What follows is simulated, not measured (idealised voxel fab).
Process module name: voxel ribs on slabs
cross-section cut | 280 nm wide | cells 5 nm
Format of a cross-section: grid, square cells. Given as bands. Order: top down. Band: one or more rows of cells.
What a band's entry tells you: where the top is and where the bottom is, as heights in nm, and after that what lies inside, material by material from left to right, each with its width in nm. Empty space is written as the word "empty", and a single material marked with the word "throughout" occupies the band from edge to edge.
The level at which height equals 0 is the one under which the wafer, as it arrives, is entirely one material. No lower edge exists for the bottom band, which continues downward and is notated as in "0 and below".
Width: "30 to 40" (first number = top row, second number = bottom row, same change from row to row of cells).
"stayed the same" means the step left every cell of the cross-section as it was.
What "Closed void listing" gives you is every empty space of 8 cells or more that is cut off from the top. Each appears as width x height at distance, with the distance taken from the left edge and width, height and distance all in nm.
It should be noted that, on the line of a given step, the content following the step's settings is a remark produced by the simulator itself with respect to that step.
If you see "overlay nm" on a step's line and that step has a mask, it's telling you how far right of where it was planned the mask ended up; a negative number means it went left instead.
### Intended process steps
1 RECEIVE,material Si
2 DIRECTIONAL_DEP,material SiO2,thk nm 25
3 DIRECTIONAL_DEP,material SiN,thk nm 25
4 DIRECTIONAL_DEP,material aC,thk nm 15
5 PATTERN,tone cover,mask id RIB,material resist,width nm 20,thk nm 35,overlay nm 0
6 DIRECTIONAL_ETCH,etch materials aC,depth nm 15
7 STRIP,etch materials resist
8 DIRECTIONAL_ETCH,etch materials SiN,depth nm 10
9 STRIP,etch materials aC
10 DIRECTIONAL_DEP,material aC,thk nm 10
11 PATTERN,tone cover,mask id SLAB,material resist,width nm 90,thk nm 25,overlay nm 0
12 DIRECTIONAL_ETCH,etch materials aC,depth nm 10
13 STRIP,etch materials resist
14 DIRECTIONAL_ETCH,etch materials SiN,depth nm 15
15 STRIP,etch materials aC
16 FILL_DEP,material SiO2,thk nm 25
17 CMP,height nm 65
18 DIRECTIONAL_DEP,material TiN,thk nm 5
19 DIRECTIONAL_DEP,material aC,thk nm 15
20 PATTERN,tone cover,mask id HEATER,material resist,width nm 40,thk nm 35,overlay nm 0
21 DIRECTIONAL_ETCH,etch materials aC,depth nm 15
22 STRIP,etch materials resist
23 DIRECTIONAL_ETCH,etch materials TiN,depth nm 5
24 STRIP,etch materials aC
25 CONFORMAL_DEP,material SiO2,thk nm 10
What sets these wafers apart? The width nm at step 5. They all start alike, and the plan carries the first wafer's value.
### First of several wafers, received after step 1, in cross-section
    0 and below | Si throughout
    Closed void listing: none
### End-of-module cross-section, first of several wafers, after last step 25
    80 down to 75 | 110 of empty, then 60 of SiO2, then 110 of empty
    75 down to 70 | SiO2 throughout
    70 down to 65 | 120 of SiO2, then 40 of TiN, then 120 of SiO2
    65 down to 50 | SiO2 throughout
    50 down to 40 | 130 of SiO2, then 20 of SiN, then 130 of SiO2
    40 down to 25 | 95 of SiO2, then 90 of SiN, then 95 of SiO2
    25 down to 0 | SiO2 throughout
    0 and below | Si throughout
    Closed void listing: none
### Cross-section of the last wafer at end of module
    80 down to 75 | 110 of empty, then 60 of SiO2, then 110 of empty
    75 down to 70 | SiO2 throughout
    70 down to 65 | 120 of SiO2, then 40 of TiN, then 120 of SiO2
    65 down to 50 | SiO2 throughout
    50 down to 40 | 120 of SiO2, then 45 of SiN, then 115 of SiO2
    40 down to 25 | 95 of SiO2, then 90 of SiN, then 95 of SiO2
    25 down to 0 | SiO2 throughout
    0 and below | Si throughout
    Closed void listing: none
### Take any row and you have a wafer at the end of the module: how many cells of each material it has gained (+) or lost (-) since it was received, and then its closed voids
width nm 20; +62 SiN; +782 SiO2; +8 TiN; Closed void listing: none
width nm 25; +64 SiN; +780 SiO2; +8 TiN; Closed void listing: none
width nm 30; +66 SiN; +778 SiO2; +8 TiN; Closed void listing: none
width nm 35; +68 SiN; +776 SiO2; +8 TiN; Closed void listing: none
width nm 40; +70 SiN; +774 SiO2; +8 TiN; Closed void listing: none
width nm 45; +72 SiN; +772 SiO2; +8 TiN; Closed void listing: none
